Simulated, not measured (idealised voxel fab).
Herein follows the process module entitled voxel tone inversion.
Square cells of 5 nm make up the cross-section cut, whose width is 210 nm.
Think of the cross-section as a grid of square cells. We describe it in bands, top to bottom, and each band covers one or more rows of those cells. Read a band's entry like this: the first values are the height of its top and the height of its bottom in nm, and what follows is the sequence of materials from left to right, each with its width in nm. Note that "blank" is empty space, and that a single material marked "all across" reaches across the band from edge to edge. Measure heights from 0. That's the level where, below it, the as-received wafer is all one material. The lowest band is bottomless and extends downward; write it as in "0 nm and below". When a width is written as two numbers, as in "30..40", the first number is the width in the top row of cells of the band and the second is the width in its bottom row, and the width changes by the same amount from each row to the next. The designation "everything unchanged", where it is given for a processing step, indicates that no cell of the cross-section was altered in the course of that step. Heads up: "Closed void listing" only lists the empty pockets with no open path to the top that are 8 cells or more, and it writes them as width x height at distance, distance from the left edge, in nm. Where a step's line continues beyond its settings, the continuation is a remark by the simulator itself on that step. Regarding "overlay nm": on a step with a mask, it is the distance the mask lay to the right of its planned place; a negative value places it to the left.

Planned process steps
1,RECEIVE,material Si
2,CONFORMAL_DEP,material SiN,thk nm 10
3,DIRECTIONAL_DEP,material aC,thk nm 25
4,PATTERN,tone cover,mask id POSTS,material resist,width nm 15,pitch nm 45,thk nm 30,overlay nm 0
5,DIRECTIONAL_ETCH,etch materials aC,depth nm 25
6,STRIP,etch materials resist
7,FILL_DEP,material lowk,thk nm 5
8,CMP,height nm 35
9,STRIP,etch materials aC

Cross-section, incoming material, after step 1
- 0 nm and below  Si all across
- Closed void listing: none

Run as planned - first of the two wafers cross-sectioned at the end of the module
- 35 nm to 10 nm  lowk 75 nm / blank 15 nm / lowk 30 nm / blank 15 nm / lowk 75 nm
- 10 nm to 0 nm  SiN all across
- 0 nm and below  Si all across
- Closed void listing: none

Wafer two (of two), end-of-module cross-section: start = wafer one, plan = wafer one, one run mistake
- 35 nm to 10 nm  lowk 75 nm / blank 20 nm / lowk 25 nm / blank 20 nm / lowk 70 nm
- 10 nm to 0 nm  SiN all across
- 0 nm and below  Si all across
- Closed void listing: none
Nonconformance to the process plan: off-plan run, step 4, actual operation and settings PATTERN,tone cover,mask id POSTS,material resist,width nm 20,pitch nm 45,thk nm 30,overlay nm 0
The closing comparison, in cells, has the second wafer with more or fewer of some materials than the first: -10 lowk
